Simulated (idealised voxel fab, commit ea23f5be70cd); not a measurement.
This section sets out a process module, namely voxel capacitor over wiring.
The cross-section shown here is cut; it is 180 nm wide and divided into square cells measuring 5 nm on a side.
We lay out every cross-section as a grid of square cells and spell it out in bands from the top down, where one band means one or more rows of cells.
Band entry format. Leading values: height of top, height of bottom, nm. Remainder: materials in left-to-right order, each with its width in nm. Special words: "all across" on a single material, which then fills the band edge to edge; "air", empty space.
The level at which height equals 0 is the one under which the wafer, as it arrives, is entirely one material. No lower edge exists for the bottom band, which continues downward and is notated as in "0 -> down".
Per-row width for "30..40": begins at first number (top row of band), ends at second number (bottom row), increment between rows held constant.
Given "no modifications" for a step, no cell of the cross-section differs between before and after that step.
In the "Enclosed empty spaces" entry, you get each enclosed empty space of 8 cells or more, one with no open way to the top, written width x height at distance, distance from the left edge, in nm.
Step line, after settings: the simulator's comment on this step.
The "overlay nm" setting may appear on a step's line; for a step that uses a mask, it gives how far to the right of its planned position the mask lay, and a negative value indicates the left.

### Here's what the planned process steps look like
1) RECEIVE: material Si
2) CONFORMAL_DEP: material SiO2, thk nm 5
3) DIRECTIONAL_DEP: material TiN, thk nm 5
4) DIRECTIONAL_DEP: material Ru, thk nm 15
5) PATTERN: tone cover, mask id METAL_1, material resist, width nm 25, pitch nm 85, thk nm 20, overlay nm 0
6) DIRECTIONAL_ETCH: etch materials Ru, depth nm 15
7) DIRECTIONAL_ETCH: etch materials TiN, depth nm 5
8) STRIP: etch materials resist
9) CONFORMAL_DEP: material SiCN, thk nm 5
10) FILL_DEP: material SiO2, thk nm 10
11) CMP: height nm 30
12) CONFORMAL_DEP: material SiCN, thk nm 5
13) DIRECTIONAL_DEP: material SiO2, thk nm 15
14) DIRECTIONAL_DEP: material aC, thk nm 10
15) PATTERN: tone open, mask id PLUG_1, material resist, width nm 15, thk nm 25, overlay nm 0
16) DIRECTIONAL_ETCH: etch materials aC, depth nm 10
17) STRIP: etch materials resist
18) DIRECTIONAL_ETCH: etch materials SiO2, depth nm 15
19) DIRECTIONAL_ETCH: etch materials SiCN, depth nm 5
20) STRIP: etch materials aC
21) EPI: material Ru, thk nm 10
22) EPI: material Ru, thk nm 10
23) DIRECTIONAL_DEP: material TiN, thk nm 10
24) DIRECTIONAL_DEP: material SiN, thk nm 5
25) DIRECTIONAL_DEP: material TiN, thk nm 5
26) DIRECTIONAL_DEP: material aC, thk nm 15
27) PATTERN: tone cover, mask id UPPER_PLATE, material resist, width nm 65, thk nm 35, overlay nm 0
28) DIRECTIONAL_ETCH: etch materials aC, depth nm 15
29) STRIP: etch materials resist
30) DIRECTIONAL_ETCH: etch materials TiN, depth nm 5
31) DIRECTIONAL_ETCH: etch materials SiN, depth nm 5
32) STRIP: etch materials aC
33) PATTERN: tone cover, mask id LOWER_PLATE, material resist, width nm 75, thk nm 15, overlay nm 0
34) DIRECTIONAL_ETCH: etch materials TiN, depth nm 10
35) STRIP: etch materials resist
36) FILL_DEP: material SiO2, thk nm 15
37) CMP: height nm 80
38) MASKED_ETCH: tone open, mask id PLUG_2, width nm 15, etch materials SiO2, depth nm 10, overlay nm 0
39) CONFORMAL_DEP: material TiN, thk nm 5
40) FILL_DEP: material Cu, thk nm 10
41) CMP: height nm 80
42) CONFORMAL_DEP: material SiN, thk nm 5
Among the wafers covered here, the point of difference is the thk nm at step 2; their starting state is shared, and the plan presents the value of the first wafer.

### Cross-sectional view of the first of several wafers in the as-received condition, corresponding to the state following step 1
> 0 -> down: Si all across
> Enclosed empty spaces: none

### Quick look at the cross-section of the first of several wafers after step 42, which wraps up the module
> 85 -> 80: SiN all across
> 80 -> 75: SiO2: 55 / TiN: 5 / Cu: 5 / TiN: 5 / SiO2: 110
> 75 -> 65: SiO2: 55..60 / TiN: 15..50 / SiO2: 110..70
> 65 -> 60: SiO2: 60 / SiN: 50 / SiO2: 70
> 60 -> 50: SiO2: 40 / TiN: 5 / SiO2: 15 / TiN: 55 / SiO2: 65
> 50 -> 45: SiO2: 45 / TiN: 15 / SiO2: 120
> 45 -> 40: SiO2: 45 / SiN: 15 / SiO2: 120
> 40 -> 35: SiO2: 45 / TiN: 15 / SiO2: 120
> 35 -> 30: SiCN: 45 / TiN: 15 / SiCN: 120
> 30 -> 25: SiO2: 30 / SiCN: 35 / SiO2: 50 / SiCN: 35 / SiO2: 30
> 25 -> 10: SiO2: 30 / SiCN: 5 / Ru: 25 / SiCN: 5 / SiO2: 50 / SiCN: 5 / Ru: 25 / SiCN: 5 / SiO2: 30
> 10 -> 5: SiCN: 35 / TiN: 25 / SiCN: 60 / TiN: 25 / SiCN: 35
> 5 -> 0: SiO2 all across
> 0 -> down: Si all across
> Enclosed empty spaces: none

### The final wafer, sectioned at module end
> 85 -> 80: SiN all across
> 80 -> 75: SiO2: 55 / TiN: 5 / Cu: 5 / TiN: 5 / SiO2: 110
> 75 -> 65: SiO2: 55..45 / TiN: 15..65 / SiO2: 110..70
> 65 -> 60: SiO2: 45 / SiN: 65 / SiO2: 70
> 60 -> 50: SiO2: 40 / TiN: 75 / SiO2: 65
> 50 -> 35: SiO2: 45 / Ru: 15 / SiO2: 120
> 35 -> 30: SiCN: 45 / Ru: 15 / SiCN: 120
> 30 -> 25: SiCN: 35 / TiN: 25 / SiCN: 60 / TiN: 25 / SiCN: 35
> 25 -> 0: SiO2 all across
> 0 -> down: Si all across
> Enclosed empty spaces: none

### Table: wafers, a row each; end-of-module cell change per material since receipt, gain (+), loss (-); then closed voids
thk nm 5, +1 Cu, +30 Ru, +85 SiCN, +49 SiN, +389 SiO2, +58 TiN, Enclosed empty spaces: none
thk nm 10, +1 Cu, +42 Ru, +71 SiCN, +49 SiN, +391 SiO2, +58 TiN, Enclosed empty spaces: none
thk nm 15, +1 Cu, +32 Ru, +67 SiCN, +49 SiN, +405 SiO2, +58 TiN, Enclosed empty spaces: none
thk nm 20, +1 Cu, +22 Ru, +63 SiCN, +49 SiN, +419 SiO2, +58 TiN, Enclosed empty spaces: none
thk nm 25, +1 Cu, +12 Ru, +59 SiCN, +49 SiN, +433 SiO2, +58 TiN, Enclosed empty spaces: none
